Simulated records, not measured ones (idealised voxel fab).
The document below concerns the process module designated voxel transistor to metal.
For reference, the cross-section in this document is cut, with width 160 nm and square cells of 5 nm.
We lay out every cross-section as a grid of square cells and spell it out in bands from the top down, where one band means one or more rows of cells.
Heads up on the band format: heights come first, top then bottom, in nm. After that it's the materials left to right, each with its width in nm. A single material flagged "throughout" fills the whole band edge to edge, and "empty" means there's empty space there.
Heads up on the height convention: 0 is the point under which the incoming wafer is all one material, and the lowest band has no bottom, it just keeps going down, like "0 down".
It should be noted that a width expressed as "30..40" varies in equal increments from row to row of cells within the band, taking the value of the first number at the top row and that of the second number at the bottom row.
The designation "no modifications", where it is given for a processing step, indicates that no cell of the cross-section was altered in the course of that step.
What "Voids, fully enclosed" gives you is every empty space of 8 cells or more that is cut off from the top. Each appears as width x height at distance, with the distance taken from the left edge and width, height and distance all in nm.
Post-settings text on a step line: simulator's own remark regarding the step.
If you see "overlay nm" on a step's line and that step has a mask, it's telling you how far right of where it was planned the mask ended up; a negative number means it went left instead.
Steps planned for the process:
step 1: RECEIVE [material Si]
step 2: OXIDIZE [depth nm 5]
step 3: CONFORMAL_DEP [material SiN] [thk nm 15]
step 4: DIRECTIONAL_DEP [material aC] [thk nm 10]
step 5: PATTERN [tone cover] [mask id ACTIVE] [material resist] [width nm 125] [thk nm 30] [overlay nm 0]
step 6: DIRECTIONAL_ETCH [etch materials aC] [depth nm 10]
step 7: STRIP [etch materials resist]
step 8: DIRECTIONAL_ETCH [etch materials SiN] [depth nm 15]
step 9: DIRECTIONAL_ETCH [etch materials SiO2] [depth nm 5]
step 10: DIRECTIONAL_ETCH [etch materials Si] [depth nm 30]
step 11: STRIP [etch materials aC]
step 12: OXIDIZE [depth nm 5]
step 13: FILL_DEP [material SiO2] [thk nm 15]
step 14: CMP [height nm 15]
step 15: SELECTIVE_ETCH [etch materials SiO2] [depth nm 10]
step 16: STRIP [etch materials SiN]
step 17: SELECTIVE_ETCH [etch materials SiO2] [depth nm 5]
step 18: OXIDIZE [depth nm 5]
step 19: DIRECTIONAL_DEP [material polySi] [thk nm 20]
step 20: DIRECTIONAL_DEP [material SiCN] [thk nm 10]
step 21: DIRECTIONAL_DEP [material aC] [thk nm 10]
step 22: PATTERN [tone cover] [mask id GATE] [material resist] [width nm 25] [thk nm 30] [overlay nm 0]
step 23: DIRECTIONAL_ETCH [etch materials aC] [depth nm 10]
step 24: STRIP [etch materials resist]
step 25: DIRECTIONAL_ETCH [etch materials SiCN] [depth nm 20]
step 26: DIRECTIONAL_ETCH [etch materials polySi] [depth nm 30]
step 27: STRIP [etch materials aC]
step 28: CONFORMAL_DEP [material SiO2] [thk nm 5]
step 29: DIRECTIONAL_ETCH [etch materials SiO2] [depth nm 5]
step 30: CONFORMAL_DEP [material SiN] [thk nm 5]
step 31: DIRECTIONAL_ETCH [etch materials SiN] [depth nm 5]
step 32: DIRECTIONAL_ETCH [etch materials SiO2] [depth nm 5]
step 33: DIRECTIONAL_ETCH [etch materials Si] [depth nm 5]
step 34: EPI [material nSi] [thk nm 5]
step 35: FILL_DEP [material SiO2] [thk nm 10]
step 36: CMP [height nm 25]
step 37: DIRECTIONAL_DEP [material SiO2] [thk nm 15]
step 38: MASKED_ETCH [tone open] [mask id CONTACT] [width nm 20] [pitch nm 85] [etch materials SiO2] [depth nm 50] [overlay nm 0]
step 39: CONFORMAL_DEP [material TiN] [thk nm 5]
step 40: FILL_DEP [material Ru] [thk nm 5]
step 41: CMP [height nm 40]
step 42: DIRECTIONAL_DEP [material TiN] [thk nm 5]
step 43: DIRECTIONAL_DEP [material Ru] [thk nm 20]
step 44: PATTERN [tone cover] [mask id METAL_1] [material resist] [width nm 20] [pitch nm 85] [thk nm 20] [overlay nm 0]
step 45: DIRECTIONAL_ETCH [etch materials Ru] [depth nm 20]
step 46: DIRECTIONAL_ETCH [etch materials TiN] [depth nm 5]
step 47: STRIP [etch materials resist]
step 48: CONFORMAL_DEP [material SiN] [thk nm 5]
step 49: FILL_DEP [material SiO2] [thk nm 10]
step 50: CMP [height nm 65]
step 51: CONFORMAL_DEP [material SiCN] [thk nm 5]
This is the cross-section of the wafer as we received it, i.e. after step 1:
0 down | Si throughout
Voids, fully enclosed: none
First of two wafers, end-of-module section, run followed plan:
70 to 65 | SiCN throughout
65 to 45 | SiO2 20  SiN 5  Ru 20  SiN 5  SiO2 55  SiN 5  Ru 20  SiN 5  SiO2 25
45 to 40 | SiN 25  TiN 20  SiN 65  TiN 20  SiN 30
40 to 25 | SiO2 25  TiN 5  Ru 10  TiN 5  SiO2 65  TiN 5  Ru 10  TiN 5  SiO2 30
25 to 15 | SiO2 25  TiN 5  Ru 10  TiN 5  SiO2 10  SiN 5  SiO2 5  SiCN 25  SiO2 5  SiN 5  SiO2 10  TiN 5  Ru 10  TiN 5  SiO2 30
15 to 0 | SiO2 25  TiN 5  Ru 10  TiN 5  SiO2 10  SiN 5  SiO2 5  polySi 25  SiO2 5  SiN 5  SiO2 10  TiN 5  Ru 10  TiN 5  SiO2 30
0 to -5 | SiO2 15  SiN 5  SiO2 5  TiN 5  Ru 10  TiN 5  SiO2 10  SiN 5  SiO2 5  polySi 25  SiO2 5  SiN 5  SiO2 10  TiN 5  Ru 10  TiN 5  SiO2 5  SiN 5  SiO2 20
-5 to -10 | SiO2 25  TiN 20  SiO2 5  nSi 5  SiO2 45  nSi 5  SiO2 5  TiN 20  SiO2 30
-10 to -15 | SiO2 20  nSi 35  Si 45  nSi 35  SiO2 25
-15 to -40 | SiO2 20  Si 115  SiO2 25
-40 down | Si throughout
Voids, fully enclosed: none
Wafer two cross-section, module end. Start and plan unchanged from wafer one; one mistake made during the run:
70 to 65 | SiCN throughout
65 to 45 | SiO2 20  SiN 5  Ru 20  SiN 5  SiO2 55  SiN 5  Ru 20  SiN 5  SiO2 25
45 to 40 | SiN 25  TiN 20  SiN 65  TiN 20  SiN 30
40 to 30 | Ru 20  TiN 5  SiO2 20  TiN 5  Ru 55  TiN 5  SiO2 20  TiN 5  Ru 25
30 to 25 | Ru 20  TiN 5  SiO2 20  TiN 65  SiO2 20  TiN 5  Ru 25
25 to 15 | Ru 20  TiN 5  SiO2 20  TiN 10  SiN 5  TiN 5  SiCN 25  TiN 5  SiN 5  TiN 10  SiO2 20  TiN 5  Ru 25
15 to 5 | Ru 20  TiN 5  SiO2 20  TiN 10  SiN 5  TiN 5  polySi 25  TiN 5  SiN 5  TiN 10  SiO2 20  TiN 5  Ru 25
5 to 0 | Ru 10  TiN 15  SiO2 20  TiN 10  SiN 5  TiN 5  polySi 25  TiN 5  SiN 5  TiN 10  SiO2 20  TiN 15  Ru 15
0 to -5 | Ru 10  TiN 5  SiN 5  TiN 5  SiO2 20  TiN 10  SiN 5  TiN 5  polySi 25  TiN 5  SiN 5  TiN 10  SiO2 20  TiN 5  SiN 5  TiN 5  Ru 15
-5 to -10 | TiN 15  SiO2 5  TiN 5  SiO2 20  TiN 5  nSi 5  SiO2 5  TiN 5  SiO2 25  TiN 5  SiO2 5  nSi 5  TiN 5  SiO2 20  TiN 5  SiO2 5  TiN 20
-10 to -15 | SiO2 20  nSi 35  Si 45  nSi 35  SiO2 25
-15 to -40 | SiO2 20  Si 115  SiO2 25
-40 down | Si throughout
Voids, fully enclosed: none
Deviation from plan: step 38 was not run as planned; what actually ran was MASKED_ETCH [tone cover] [mask id CONTACT] [width nm 20] [pitch nm 85] [etch materials SiO2] [depth nm 50] [overlay nm 0]
Once processing is complete, comparing cell counts shows that the second wafer has more or fewer of certain materials than the first: Ru +59, SiO2 -105, TiN +46
